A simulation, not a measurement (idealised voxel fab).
Process module, titled voxel self aligned contacts
Each square cell in cross-section cut measures 5 nm, and the section as a whole is 250 nm wide.
Cross-section format: a grid of square cells, given as bands from top to bottom; each band is one or more rows of cells. Band: top height; bottom height; in nm. Then, left to right: material with width in nm, for each material. "full width": a single material spanning edge to edge. "blank": empty space. For the purposes of this specification, 0 denotes the height below which the wafer in its as-received condition is composed wholly of one material, and the lowermost band, lacking a lower limit, extends downward without end, as expressed in "0 and below". It should be noted that a width expressed as "30 to 40" varies in equal increments from row to row of cells within the band, taking the value of the first number at the top row and that of the second number at the bottom row. Basically "no modification" means that step didn't change any cell in the cross-section. Closed-off voids of 8+ cells (no open route to the top) go in "Closed cavity list", written width x height at distance from the left edge, in nm. If you see something after the settings on a step's line, that's the simulator's own remark about that step. The "overlay nm" setting may appear on a step's line; for a step that uses a mask, it gives how far to the right of its planned position the mask lay, and a negative value indicates the left.

## The process steps that were planned are listed below
step 1: RECEIVE [material Si]
step 2: OXIDIZE [depth nm 5]
step 3: DIRECTIONAL_DEP [material polySi] [thk nm 25]
step 4: DIRECTIONAL_DEP [material SiN] [thk nm 25]
step 5: DIRECTIONAL_DEP [material aC] [thk nm 15]
step 6: PATTERN [tone cover] [mask id GATE] [material resist] [width nm 25] [pitch nm 65] [thk nm 30] [overlay nm 0]
step 7: DIRECTIONAL_ETCH [etch materials aC] [depth nm 15]
step 8: STRIP [etch materials resist]
step 9: DIRECTIONAL_ETCH [etch materials SiN] [depth nm 25]
step 10: DIRECTIONAL_ETCH [etch materials polySi] [depth nm 25]
step 11: STRIP [etch materials aC]
step 12: CONFORMAL_DEP [material SiN] [thk nm 10]
step 13: DIRECTIONAL_ETCH [etch materials SiN] [depth nm 10]
step 14: FILL_DEP [material SiO2] [thk nm 15]
step 15: CMP [height nm 60]
step 16: PATTERN [tone open] [mask id CONTACT] [material resist] [width nm 50] [pitch nm 65] [thk nm 20] [overlay nm 0]
step 17: DIRECTIONAL_ETCH [etch materials SiO2] [depth nm 65]
step 18: STRIP [etch materials resist]
step 19: CONFORMAL_DEP [material TiN] [thk nm 5]
step 20: FILL_DEP [material W] [thk nm 5]
step 21: CMP [height nm 60]
step 22: CONFORMAL_DEP [material SiN] [thk nm 5]

## as received, after step 1
0 and below | Si full width
Closed cavity list: none

## Module complete, cross-section. Starting point and plan per above. One mistake made in running the module
65 down to 60 | SiN full width
60 down to 55 | 60 nm W, 5 nm TiN, 50 nm SiO2, 5 nm TiN, 5 nm W, 5 nm TiN, 50 nm SiO2, 5 nm TiN, 65 nm W
55 down to 50 | 30 nm W, 35 nm TiN, 50 nm SiO2, 15 nm TiN, 50 nm SiO2, 35 nm TiN, 35 nm W
50 down to 25 | 30 nm W, 5 nm TiN, 45 nm SiN, 20 nm SiO2, 45 nm SiN, 20 nm SiO2, 45 nm SiN, 5 nm TiN, 35 nm W
25 down to 0 | 30 nm W, 5 nm TiN, 10 nm SiN, 25 nm polySi, 10 nm SiN, 20 nm SiO2, 10 nm SiN, 25 nm polySi, 10 nm SiN, 20 nm SiO2, 10 nm SiN, 25 nm polySi, 10 nm SiN, 5 nm TiN, 35 nm W
0 down to -5 | 35 nm TiN, 175 nm SiO2, 40 nm TiN
-5 and below | Si full width
Closed cavity list: none
Heads up, the wafer didn't run the way we planned it: step 16 went in with a setting other than planned; the actual run was PATTERN [tone cover] [mask id CONTACT] [material resist] [width nm 50] [pitch nm 65] [thk nm 20] [overlay nm 0]
